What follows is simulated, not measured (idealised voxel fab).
Process module in this document: voxel self aligned vias
The cross-section on display is named cut; it measures 275 nm wide, and its cells are 5 nm squares.
A cross-section is written here as square cells arranged in a grid, and it is given in bands from the top down, each band taking up one or more rows of cells. Within each band entry, the heights of the top and of the bottom of the band appear first, in that order and in nm; the materials of the band then follow from left to right, each with its corresponding width in nm. The designation "full width" on a single material indicates that it fills the band from edge to edge; the designation "blank" indicates empty space. A quick word on heights: they are counted from 0, and under that level the wafer as it came to us is one material throughout. The lowest band is different from the rest in having no bottom; it simply continues downward, written as in "0 -> down". It should be noted that a width expressed as "30..40" varies in equal increments from row to row of cells within the band, taking the value of the first number at the top row and that of the second number at the bottom row. Reading "nothing different" for a step: not a cell of the cross-section changed in it. Listed in "Fully enclosed voids": every empty space of 8 or more cells without an open way to the top. Form: width x height at distance, the distance being from the left edge, all in nm. Past the settings on a step's line: simulator remark, on that step. "overlay nm", when on a step's line for a step with a mask, measures how far to the right of its planned place the mask lay; a negative measure means to the left.

**List of planned process steps**
step 1: RECEIVE | material Si
step 2: CONFORMAL_DEP | material SiO2 | thk nm 10
step 3: CONFORMAL_DEP | material SiCN | thk nm 5
step 4: DIRECTIONAL_DEP | material SiO2 | thk nm 20
step 5: PATTERN | tone open | mask id LINES | material resist | width nm 20 | pitch nm 65 | thk nm 15 | overlay nm 0
step 6: DIRECTIONAL_ETCH | etch materials SiO2 | depth nm 20
step 7: STRIP | etch materials resist
step 8: CONFORMAL_DEP | material TiN | thk nm 5
step 9: FILL_DEP | material W | thk nm 5
step 10: CMP | height nm 35
step 11: SELECTIVE_ETCH | etch materials W Ru TiN | depth nm 10
step 12: FILL_DEP | material SiN | thk nm 5
step 13: CMP | height nm 35
step 14: DIRECTIONAL_DEP | material SiO2 | thk nm 15
step 15: MASKED_ETCH | tone open | mask id VIAS | width nm 40 | pitch nm 65 | etch materials SiO2 | depth nm 15 | overlay nm 0
step 16: MASKED_ETCH | tone open | mask id VIAS | width nm 40 | pitch nm 65 | etch materials SiN | depth nm 10 | overlay nm 0
step 17: CONFORMAL_DEP | material TiN | thk nm 5
step 18: FILL_DEP | material Ru | thk nm 10
step 19: CMP | height nm 50
step 20: CONFORMAL_DEP | material SiN | thk nm 5

**Wafer cross-section on receipt, i.e. after step 1**
* 0 -> down: Si full width
* Fully enclosed voids: none

**First of two wafers, end-of-module section, run followed plan**
* 55 -> 50: SiN full width
* 50 -> 40: SiO2=50 / TiN=5 / Ru=30 / TiN=5 / SiO2=25 / TiN=5 / Ru=30 / TiN=5 / SiO2=25 / TiN=5 / Ru=30 / TiN=5 / SiO2=55
* 40 -> 30: SiO2=50..60 / TiN=15..5 / Ru=10 / TiN=15..5 / SiO2=25..45 / TiN=15..5 / Ru=10 / TiN=15..5 / SiO2=25..45 / TiN=15..5 / Ru=10 / TiN=15..5 / SiO2=55..65
* 30 -> 25: SiO2=60 / TiN=20 / SiO2=45 / TiN=20 / SiO2=45 / TiN=20 / SiO2=65
* 25 -> 20: SiO2=60 / TiN=5 / W=10 / TiN=5 / SiO2=45 / TiN=5 / W=10 / TiN=5 / SiO2=45 / TiN=5 / W=10 / TiN=5 / SiO2=65
* 20 -> 15: SiO2=60 / TiN=20 / SiO2=45 / TiN=20 / SiO2=45 / TiN=20 / SiO2=65
* 15 -> 10: SiCN full width
* 10 -> 0: SiO2 full width
* 0 -> down: Si full width
* Fully enclosed voids: none

**Module end: cross-section of wafer two of two. Same start and process plan as the first wafer. One mistake during execution**
* 55 -> 50: SiN full width
* 50 -> 40: SiO2=50 / TiN=5 / Ru=30 / TiN=5 / SiO2=25 / TiN=5 / Ru=30 / TiN=5 / SiO2=25 / TiN=5 / Ru=30 / TiN=5 / SiO2=55
* 40 -> 35: SiO2=50 / TiN=40 / SiO2=25 / TiN=40 / SiO2=25 / TiN=40 / SiO2=55
* 35 -> 25: SiO2 full width
* 25 -> 20: SiO2=60 / TiN=5 / W=10 / TiN=5 / SiO2=45 / TiN=5 / W=10 / TiN=5 / SiO2=45 / TiN=5 / W=10 / TiN=5 / SiO2=65
* 20 -> 15: SiO2=60 / TiN=20 / SiO2=45 / TiN=20 / SiO2=45 / TiN=20 / SiO2=65
* 15 -> 10: SiCN full width
* 10 -> 0: SiO2 full width
* 0 -> down: Si full width
* Fully enclosed voids: none
Want to know what went wrong? step 12 changed vs plan, executed as FILL_DEP | material SiO2 | thk nm 5
Wafer comparison, final, in cells, second relative to first, materials more or fewer: 12 fewer of Ru; 24 more of SiO2; 12 fewer of TiN
